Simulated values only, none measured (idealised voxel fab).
voxel released beams: a process module
For reference, the cross-section in this document is cut, with width 295 nm and square cells of 5 nm.
This document writes a cross-section as a grid whose cells are square, and gives it as bands, listed from the top down; one or more rows of cells form a band. It is stipulated that each band's entry specify, in nanometres, the height of the top of the band and then that of its bottom, followed by the materials of the band in left-to-right sequence, each together with its width in nanometres. A single material marked by the word "edge to edge" is understood to fill the band from edge to edge; the word "blank" is understood to denote empty space. Heights are expressed relative to 0, this being the level below which the as-received wafer comprises one material exclusively. The lowest band is unbounded in the downward direction and is denoted as in "top 0, no bottom". The notation "30->40" denotes a width that varies across the rows of cells in the band, beginning at the first number in the top row, finishing at the second number in the bottom row, and changing by an identical amount from each row to the next. "remained unchanged" means the step left every cell of the cross-section as it was. Empty spaces counting at least 8 cells and having no open way to the top are listed in "Closed cavity list". The notation width x height at distance is used for each, the distance being from the left edge and all three values in nm. On a step's line, text after the settings is the simulator commenting on that step. overlay nm: step with mask; distance mask lay right of planned place; negative value = left of planned place.
[Process steps foreseen in the plan]
- 1: RECEIVE, material Si
- 2: CONFORMAL_DEP, material SiN, thk nm 5
- 3: DIRECTIONAL_DEP, material SiO2, thk nm 15
- 4: PATTERN, tone open, mask id ANCHOR, material resist, width nm 35, thk nm 15, overlay nm 0
- 5: DIRECTIONAL_ETCH, etch materials SiO2, depth nm 15
- 6: STRIP, etch materials resist
- 7: CONFORMAL_DEP, material polySi, thk nm 15
- 8: DIRECTIONAL_DEP, material aC, thk nm 15
- 9: PATTERN, tone cover, mask id BEAM, material resist, width nm 110, thk nm 35, overlay nm -15
- 10: DIRECTIONAL_ETCH, etch materials aC, depth nm 15
- 11: STRIP, etch materials resist
- 12: DIRECTIONAL_ETCH, etch materials polySi, depth nm 15
- 13: STRIP, etch materials aC
- 14: STRIP, etch materials SiO2
Heads up: all these wafers start the same, and what changes between them is the overlay nm in step 9. The value you see in the plan is just what the first wafer got.
[Step 1 complete: as-received cross-section of the first of several wafers]
> top 0, no bottom = Si edge to edge
> Closed cavity list: none
[Note: the following table is arranged by wafer, a row apiece. Each row reports the end-of-module state: per material, cells gained (+) or cells lost (-) compared with the wafer as received; closed voids follow]
overlay nm -15, +59 SiN, +84 polySi, Closed cavity list: none
overlay nm -10, +59 SiN, +84 polySi, Closed cavity list: none
overlay nm -5, +59 SiN, +84 polySi, Closed cavity list: none
overlay nm 0, +59 SiN, +84 polySi, Closed cavity list: none
overlay nm 5, +59 SiN, +84 polySi, Closed cavity list: none
overlay nm 10, +59 SiN, +84 polySi, Closed cavity list: none
overlay nm 15, +59 SiN, +84 polySi, Closed cavity list: none
